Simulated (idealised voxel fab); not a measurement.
Process module name: voxel self aligned contacts
Cross-section cut spans 215 nm and uses square cells 5 nm in size.
We lay out every cross-section as a grid of square cells and spell it out in bands from the top down, where one band means one or more rows of cells. It is stipulated that each band's entry specify, in nanometres, the height of the top of the band and then that of its bottom, followed by the materials of the band in left-to-right sequence, each together with its width in nanometres. A single material marked by the word "everywhere" is understood to fill the band from edge to edge; the word "empty" is understood to denote empty space. Heights are expressed relative to 0, this being the level below which the as-received wafer comprises one material exclusively. The lowest band is unbounded in the downward direction and is denoted as in "from 0 down". Width "30..40": first value at the band's top row of cells, second value at its bottom row, equal change from row to row. Where the words "no modification" appear for a step, the cross-section shows no cell changed by that step; every cell remained as before. "Cavities, sealed" contains a list of empty spaces, each no smaller than 8 cells and without an open way to the top, written in the form width x height at distance with the distance from the left edge and all three in nm. Step line, after settings: the simulator's comment on this step. overlay nm: mask offset rightward from planned place, masked step; negative means leftward offset.
LIST OF PLANNED PROCESS STEPS
1. RECEIVE, material Si
2. OXIDIZE, depth nm 5
3. DIRECTIONAL_DEP, material polySi, thk nm 30
4. DIRECTIONAL_DEP, material SiN, thk nm 20
5. DIRECTIONAL_DEP, material aC, thk nm 10
6. PATTERN, tone cover, mask id GATE, material resist, width nm 25, pitch nm 60, thk nm 25, overlay nm 0
7. DIRECTIONAL_ETCH, etch materials aC, depth nm 10
8. STRIP, etch materials resist
9. DIRECTIONAL_ETCH, etch materials SiN, depth nm 20
10. DIRECTIONAL_ETCH, etch materials polySi, depth nm 30
11. STRIP, etch materials aC
12. CONFORMAL_DEP, material SiN, thk nm 5
13. DIRECTIONAL_ETCH, etch materials SiN, depth nm 5
14. FILL_DEP, material SiO2, thk nm 10
15. CMP, height nm 55
16. PATTERN, tone open, mask id CONTACT, material resist, width nm 45, thk nm 15, overlay nm 0
17. DIRECTIONAL_ETCH, etch materials SiO2, depth nm 60
18. STRIP, etch materials resist
19. CONFORMAL_DEP, material TiN, thk nm 5
20. FILL_DEP, material Ru, thk nm 10
21. CMP, height nm 55
22. CONFORMAL_DEP, material SiN, thk nm 5
SHOWN IN CROSS-SECTION IS THE WAFER AS RECEIVED, THAT IS, AS IT STANDS AFTER STEP 1
	from 0 down | Si everywhere
	Cavities, sealed: none
MODULE COMPLETE, CROSS-SECTION. STARTING POINT AND PLAN PER ABOVE. ONE MISTAKE MADE IN RUNNING THE MODULE
	from 60 to 55 | SiN everywhere
	from 55 to 50 | 55 of Ru  30 of TiN  45 of SiO2  30 of TiN  55 of Ru
	from 50 to 30 | 55 of Ru  5 of TiN  35 of SiN  25 of SiO2  35 of SiN  5 of TiN  55 of Ru
	from 30 to 0 | 55 of Ru  5 of TiN  5 of SiN  25 of polySi  5 of SiN  25 of SiO2  5 of SiN  25 of polySi  5 of SiN  5 of TiN  55 of Ru
	from 0 to -5 | 60 of TiN  95 of SiO2  60 of TiN
	from -5 down | Si everywhere
	Cavities, sealed: none
Deviation from plan: step 16 was processed under conditions differing from the plan, specifically as PATTERN, tone cover, mask id CONTACT, material resist, width nm 45, thk nm 15, overlay nm 0
